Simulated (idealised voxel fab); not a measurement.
Process module name: voxel self aligned vias
Section shown: cut. Width: 250 nm. Cell size: 5 nm, square.
Cross-section, as written here: a square-cell grid given band by band from the top down, where a band holds one or more rows of cells.
Each band's line starts with the height of the band's top and of its bottom, in nm. Then come its materials from left to right, each with its width in nm. One material with "edge to edge" fills the band from edge to edge. "air" is empty space.
Measure heights from 0. That's the level where, below it, the as-received wafer is all one material. The lowest band is bottomless and extends downward; write it as in "0 nm and below".
The width entry "30..40" should be interpreted row by row: the top row of cells in the band takes the first number, the bottom row takes the second number, and the change between adjacent rows is uniform throughout.
Given "nothing was modified" for a step, no cell of the cross-section differs between before and after that step.
Heads up: "Sealed-off cavities" only lists the empty pockets with no open path to the top that are 8 cells or more, and it writes them as width x height at distance, distance from the left edge, in nm.
On a step's line, text after the settings is the simulator commenting on that step.
overlay nm: on a step with a mask, how far right of its planned place the mask lay; negative means left.

Steps planned for the process
step 1: RECEIVE, material Si
step 2: CONFORMAL_DEP, material SiO2, thk nm 10
step 3: CONFORMAL_DEP, material SiCN, thk nm 5
step 4: DIRECTIONAL_DEP, material lowk, thk nm 25
step 5: PATTERN, tone open, mask id LINES, material resist, width nm 30, pitch nm 65, thk nm 15, overlay nm 0
step 6: DIRECTIONAL_ETCH, etch materials lowk, depth nm 25
step 7: STRIP, etch materials resist
step 8: CONFORMAL_DEP, material TiN, thk nm 5
step 9: FILL_DEP, material Ru, thk nm 10
step 10: CMP, height nm 40
step 11: SELECTIVE_ETCH, etch materials W Ru TiN, depth nm 10
step 12: FILL_DEP, material SiN, thk nm 10
step 13: CMP, height nm 40
step 14: DIRECTIONAL_DEP, material lowk, thk nm 15
step 15: PATTERN, tone open, mask id VIAS, material resist, width nm 50, pitch nm 65, thk nm 20, overlay nm 0
step 16: DIRECTIONAL_ETCH, etch materials lowk, depth nm 15
step 17: DIRECTIONAL_ETCH, etch materials SiN, depth nm 10
step 18: STRIP, etch materials resist
step 19: CONFORMAL_DEP, material TiN, thk nm 5
step 20: FILL_DEP, material W, thk nm 5
step 21: CMP, height nm 55
step 22: CONFORMAL_DEP, material SiN, thk nm 5

The cross-section here shows the wafer as received, i.e. in its state after step 1
* 0 nm and below  Si edge to edge
* Sealed-off cavities: none

Same starting wafer, same plan as above, one mistake in the execution; this is the cross-section at the end of the module
* 60 nm to 55 nm  SiN edge to edge
* 55 nm to 45 nm  35 nm lowk, then 5 nm TiN, then 40 nm W, then 5 nm TiN, then 15 nm lowk, then 5 nm TiN, then 40 nm W, then 5 nm TiN, then 15 nm lowk, then 5 nm TiN, then 40 nm W, then 5 nm TiN, then 35 nm lowk
* 45 nm to 35 nm  35..50 nm lowk, then 20..5 nm TiN, then 10 nm W, then 20..5 nm TiN, then 15..45 nm lowk, then 20..5 nm TiN, then 10 nm W, then 20..5 nm TiN, then 15..45 nm lowk, then 20..5 nm TiN, then 10 nm W, then 20..5 nm TiN, then 35..50 nm lowk
* 35 nm to 30 nm  50 nm lowk, then 20 nm TiN, then 45 nm lowk, then 20 nm TiN, then 45 nm lowk, then 20 nm TiN, then 50 nm lowk
* 30 nm to 20 nm  50 nm lowk, then 5 nm TiN, then 10 nm Ru, then 5 nm TiN, then 45 nm lowk, then 5 nm TiN, then 10 nm Ru, then 5 nm TiN, then 45 nm lowk, then 5 nm TiN, then 10 nm Ru, then 5 nm TiN, then 50 nm lowk
* 20 nm to 15 nm  50 nm lowk, then 20 nm TiN, then 45 nm lowk, then 20 nm TiN, then 45 nm lowk, then 20 nm TiN, then 50 nm lowk
* 15 nm to 10 nm  SiCN edge to edge
* 10 nm to 0 nm  SiO2 edge to edge
* 0 nm and below  Si edge to edge
* Sealed-off cavities: none
what went wrong: heads up, step 5 didn't go per plan, it actually ran as PATTERN, tone open, mask id LINES, material resist, width nm 20, pitch nm 65, thk nm 15, overlay nm 0
